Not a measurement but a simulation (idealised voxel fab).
Process module in this document: voxel self aligned vias
The width of the displayed cross-section, cut, is 270 nm; its cells are square, with a size of 5 nm.
When this document writes out a cross-section, it uses a grid of square cells and lists it as bands, beginning at the top and moving down, with a band standing for one or more rows of cells.
Heights first: top, then bottom, in nm. Then materials, left to right, each with a width in nm. "throughout" on a single material: fills the band edge to edge. "empty": empty space.
Measure heights from 0. That's the level where, below it, the as-received wafer is all one material. The lowest band is bottomless and extends downward; write it as in "z 0 and below".
When a width is written as two numbers, as in "30 to 40", the first number is the width in the top row of cells of the band and the second is the width in its bottom row, and the width changes by the same amount from each row to the next.
What does "nothing altered" mean for a step? It means no cell of the cross-section changed in that step.
Empty spaces counting at least 8 cells and having no open way to the top are listed in "Voids, fully enclosed". The notation width x height at distance is used for each, the distance being from the left edge and all three values in nm.
What comes after the settings on a step's line is commentary from the simulator itself on that step.
overlay nm: mask offset rightward from planned place, masked step; negative means leftward offset.
## Process steps (planned)
step 1: RECEIVE [material Si]
step 2: CONFORMAL_DEP [material SiO2] [thk nm 15]
step 3: CONFORMAL_DEP [material SiCN] [thk nm 5]
step 4: DIRECTIONAL_DEP [material SiO2] [thk nm 30]
step 5: DIRECTIONAL_DEP [material aC] [thk nm 10]
step 6: PATTERN [tone open] [mask id LINES] [material resist] [width nm 30] [pitch nm 65] [thk nm 30] [overlay nm 0]
step 7: DIRECTIONAL_ETCH [etch materials aC] [depth nm 10]
step 8: STRIP [etch materials resist]
step 9: DIRECTIONAL_ETCH [etch materials SiO2] [depth nm 30]
step 10: STRIP [etch materials aC]
step 11: CONFORMAL_DEP [material TiN] [thk nm 5]
step 12: FILL_DEP [material W] [thk nm 5]
step 13: CMP [height nm 50]
step 14: SELECTIVE_ETCH [etch materials W Ru TiN] [depth nm 5]
step 15: FILL_DEP [material SiN] [thk nm 5]
step 16: CMP [height nm 50]
step 17: DIRECTIONAL_DEP [material SiO2] [thk nm 15]
step 18: MASKED_ETCH [tone open] [mask id VIAS] [width nm 40] [pitch nm 65] [etch materials SiO2] [depth nm 15] [overlay nm 0]
step 19: MASKED_ETCH [tone open] [mask id VIAS] [width nm 40] [pitch nm 65] [etch materials SiN] [depth nm 5] [overlay nm 0]
step 20: CONFORMAL_DEP [material TiN] [thk nm 5]
step 21: FILL_DEP [material W] [thk nm 5]
step 22: CMP [height nm 65]
step 23: CONFORMAL_DEP [material SiN] [thk nm 5]
## Below: the first of two wafers, run as planned
## Wafer as received: cross-section following step 1
- z 0 and below: Si throughout
- Voids, fully enclosed: none
## Step 2 complete: cross-section through the wafer
- z 15 to 0: SiO2 throughout
- Below 0, the layers are the same as they were.
## Step 3 complete: cross-section through the wafer
- z 20 to 15: SiCN throughout
- Below 15, the layers are the same as they were.
## Step 4 complete: cross-section through the wafer
- z 50 to 20: SiO2 throughout
- Below 20, the layers are the same as they were.
## Step 5 complete: cross-section through the wafer
- z 60 to 50: aC throughout
- Below 50, the layers are the same as they were.
## Step 6 complete: cross-section through the wafer
- z 90 to 60: resist 55 nm / empty 30 nm / resist 35 nm / empty 30 nm / resist 35 nm / empty 30 nm / resist 55 nm
- Below 60, the layers are the same as they were.
## Step 7 complete: cross-section through the wafer
- z 80 to 60: resist 55 nm / empty 30 nm / resist 35 nm / empty 30 nm / resist 35 nm / empty 30 nm / resist 55 nm
- z 60 to 50: aC 55 nm / empty 30 nm / aC 35 nm / empty 30 nm / aC 35 nm / empty 30 nm / aC 55 nm
- Below 50, the layers are the same as they were.
## Step 8 complete: cross-section through the wafer
- z 60 to 50: aC 55 nm / empty 30 nm / aC 35 nm / empty 30 nm / aC 35 nm / empty 30 nm / aC 55 nm
- Below 50, the layers are the same as they were.
## Step 9 complete: cross-section through the wafer
- z 60 to 50: aC 55 nm / empty 30 nm / aC 35 nm / empty 30 nm / aC 35 nm / empty 30 nm / aC 55 nm
- z 50 to 20: SiO2 55 nm / empty 30 nm / SiO2 35 nm / empty 30 nm / SiO2 35 nm / empty 30 nm / SiO2 55 nm
- Below 20, the layers are the same as they were.
## Step 10 complete: cross-section through the wafer
- z 50 to 20: SiO2 55 nm / empty 30 nm / SiO2 35 nm / empty 30 nm / SiO2 35 nm / empty 30 nm / SiO2 55 nm
- Below 20, the layers are the same as they were.
## Step 11 complete: cross-section through the wafer
- z 55 to 50: TiN 60 nm / empty 20 nm / TiN 45 nm / empty 20 nm / TiN 45 nm / empty 20 nm / TiN 60 nm
- z 50 to 25: SiO2 55 nm / TiN 5 nm / empty 20 nm / TiN 5 nm / SiO2 35 nm / TiN 5 nm / empty 20 nm / TiN 5 nm / SiO2 35 nm / TiN 5 nm / empty 20 nm / TiN 5 nm / SiO2 55 nm
- z 25 to 20: SiO2 55 nm / TiN 30 nm / SiO2 35 nm / TiN 30 nm / SiO2 35 nm / TiN 30 nm / SiO2 55 nm
- Below 20, the layers are the same as they were.
## Step 12 complete: cross-section through the wafer
- z 60 to 55: W throughout
- z 55 to 50: TiN 60 nm / W 20 nm / TiN 45 nm / W 20 nm / TiN 45 nm / W 20 nm / TiN 60 nm
- z 50 to 25: SiO2 55 nm / TiN 5 nm / W 20 nm / TiN 5 nm / SiO2 35 nm / TiN 5 nm / W 20 nm / TiN 5 nm / SiO2 35 nm / TiN 5 nm / W 20 nm / TiN 5 nm / SiO2 55 nm
- Below 25, the layers are the same as they were.
## Step 13 complete: cross-section through the wafer
- z 50 to 25: SiO2 55 nm / TiN 5 nm / W 20 nm / TiN 5 nm / SiO2 35 nm / TiN 5 nm / W 20 nm / TiN 5 nm / SiO2 35 nm / TiN 5 nm / W 20 nm / TiN 5 nm / SiO2 55 nm
- Below 25, the layers are the same as they were.
## Step 14 complete: cross-section through the wafer
- z 50 to 45: SiO2 55 nm / empty 30 nm / SiO2 35 nm / empty 30 nm / SiO2 35 nm / empty 30 nm / SiO2 55 nm
- Below 45, the layers are the same as they were.
## Step 15 complete: cross-section through the wafer
- z 55 to 50: SiN throughout
- z 50 to 45: SiO2 55 nm / SiN 30 nm / SiO2 35 nm / SiN 30 nm / SiO2 35 nm / SiN 30 nm / SiO2 55 nm
- Below 45, the layers are the same as they were.
## Step 16 complete: cross-section through the wafer
- z 50 to 45: SiO2 55 nm / SiN 30 nm / SiO2 35 nm / SiN 30 nm / SiO2 35 nm / SiN 30 nm / SiO2 55 nm
- Below 45, the layers are the same as they were.
## Step 17 complete: cross-section through the wafer
- z 65 to 50: SiO2 throughout
- Below 50, the layers are the same as they were.
## Step 18 complete: cross-section through the wafer
- z 65 to 50: SiO2 50 nm / empty 40 nm / SiO2 25 nm / empty 40 nm / SiO2 25 nm / empty 40 nm / SiO2 50 nm
- Below 50, the layers are the same as they were.
## Step 19 complete: cross-section through the wafer
- z 65 to 50: SiO2 50 nm / empty 40 nm / SiO2 25 nm / empty 40 nm / SiO2 25 nm / empty 40 nm / SiO2 50 nm
- z 50 to 45: SiO2 55 nm / empty 30 nm / SiO2 35 nm / empty 30 nm / SiO2 35 nm / empty 30 nm / SiO2 55 nm
- Below 45, the layers are the same as they were.
## Step 20 complete: cross-section through the wafer
- z 70 to 65: TiN 55 nm / empty 30 nm / TiN 35 nm / empty 30 nm / TiN 35 nm / empty 30 nm / TiN 55 nm
- z 65 to 55: SiO2 50 nm / TiN 5 nm / empty 30 nm / TiN 5 nm / SiO2 25 nm / TiN 5 nm / empty 30 nm / TiN 5 nm / SiO2 25 nm / TiN 5 nm / empty 30 nm / TiN 5 nm / SiO2 50 nm
- z 55 to 50: SiO2 50 nm / TiN 10 nm / empty 20 nm / TiN 10 nm / SiO2 25 nm / TiN 10 nm / empty 20 nm / TiN 10 nm / SiO2 25 nm / TiN 10 nm / empty 20 nm / TiN 10 nm / SiO2 50 nm
- z 50 to 45: SiO2 55 nm / TiN 30 nm / SiO2 35 nm / TiN 30 nm / SiO2 35 nm / TiN 30 nm / SiO2 55 nm
- Below 45, the layers are the same as they were.
## Step 21 complete: cross-section through the wafer
- z 75 to 70: W throughout
- z 70 to 65: TiN 55 nm / W 30 nm / TiN 35 nm / W 30 nm / TiN 35 nm / W 30 nm / TiN 55 nm
- z 65 to 55: SiO2 50 nm / TiN 5 nm / W 30 nm / TiN 5 nm / SiO2 25 nm / TiN 5 nm / W 30 nm / TiN 5 nm / SiO2 25 nm / TiN 5 nm / W 30 nm / TiN 5 nm / SiO2 50 nm
- z 55 to 50: SiO2 50 nm / TiN 10 nm / W 20 nm / TiN 10 nm / SiO2 25 nm / TiN 10 nm / W 20 nm / TiN 10 nm / SiO2 25 nm / TiN 10 nm / W 20 nm / TiN 10 nm / SiO2 50 nm
- Below 50, the layers are the same as they were.
## Step 22 complete: cross-section through the wafer
- z 65 to 55: SiO2 50 nm / TiN 5 nm / W 30 nm / TiN 5 nm / SiO2 25 nm / TiN 5 nm / W 30 nm / TiN 5 nm / SiO2 25 nm / TiN 5 nm / W 30 nm / TiN 5 nm / SiO2 50 nm
- Below 55, the layers are the same as they were.
## Step 23 complete: cross-section through the wafer
- z 70 to 65: SiN throughout
- Below 65, the layers are the same as they were.
## The second wafer was prepared from the same starting point and under the same plan as the first; its processing contained one mistake, and it remains indistinguishable from the first wafer up to and including step 17
## At the planned end of step 18, the second wafer in cross-section
- z 65 to 50: SiO2 50 nm / empty 40 nm / SiO2 25 nm / empty 40 nm / SiO2 25 nm / empty 40 nm / SiO2 50 nm
- z 50 to 45: SiO2 50 nm / empty 5 nm / SiN 30 nm / empty 5 nm / SiO2 25 nm / empty 5 nm / SiN 30 nm / empty 5 nm / SiO2 25 nm / empty 5 nm / SiN 30 nm / empty 5 nm / SiO2 50 nm
- z 45 to 35: SiO2 50 nm / empty 5 nm / TiN 5 nm / W 20 nm / TiN 5 nm / empty 5 nm / SiO2 25 nm / empty 5 nm / TiN 5 nm / W 20 nm / TiN 5 nm / empty 5 nm / SiO2 25 nm / empty 5 nm / TiN 5 nm / W 20 nm / TiN 5 nm / empty 5 nm / SiO2 50 nm
- Below 35, the layers are the same as they were.
## At the planned end of step 19, the second wafer in cross-section
- z 65 to 45: SiO2 50 nm / empty 40 nm / SiO2 25 nm / empty 40 nm / SiO2 25 nm / empty 40 nm / SiO2 50 nm
- Below 45, the layers are the same as they were.
## At the planned end of step 20, the second wafer in cross-section
- z 70 to 65: TiN 55 nm / empty 30 nm / TiN 35 nm / empty 30 nm / TiN 35 nm / empty 30 nm / TiN 55 nm
- z 65 to 50: SiO2 50 nm / TiN 5 nm / empty 30 nm / TiN 5 nm / SiO2 25 nm / TiN 5 nm / empty 30 nm / TiN 5 nm / SiO2 25 nm / TiN 5 nm / empty 30 nm / TiN 5 nm / SiO2 50 nm
- z 50 to 45: SiO2 50 nm / TiN 40 nm / SiO2 25 nm / TiN 40 nm / SiO2 25 nm / TiN 40 nm / SiO2 50 nm
- z 45 to 35: SiO2 50 nm / TiN 10 nm / W 20 nm / TiN 10 nm / SiO2 25 nm / TiN 10 nm / W 20 nm / TiN 10 nm / SiO2 25 nm / TiN 10 nm / W 20 nm / TiN 10 nm / SiO2 50 nm
- Below 35, the layers are the same as they were.
## At the planned end of step 21, the second wafer in cross-section
- z 75 to 70: W throughout
- z 70 to 65: TiN 55 nm / W 30 nm / TiN 35 nm / W 30 nm / TiN 35 nm / W 30 nm / TiN 55 nm
- z 65 to 50: SiO2 50 nm / TiN 5 nm / W 30 nm / TiN 5 nm / SiO2 25 nm / TiN 5 nm / W 30 nm / TiN 5 nm / SiO2 25 nm / TiN 5 nm / W 30 nm / TiN 5 nm / SiO2 50 nm
- Below 50, the layers are the same as they were.
## At the planned end of step 22, the second wafer in cross-section
- z 65 to 50: SiO2 50 nm / TiN 5 nm / W 30 nm / TiN 5 nm / SiO2 25 nm / TiN 5 nm / W 30 nm / TiN 5 nm / SiO2 25 nm / TiN 5 nm / W 30 nm / TiN 5 nm / SiO2 50 nm
- Below 50, the layers are the same as they were.
## At the planned end of step 23, the second wafer in cross-section
- z 70 to 65: SiN throughout
- Below 65, the layers are the same as they were.
What went wrong in running the wafer? the plan's step 18 ran twice
The closing comparison, in cells, has the second wafer with more or fewer of some materials than the first: 18 fewer of SiO2 | 12 more of TiN | 6 more of W
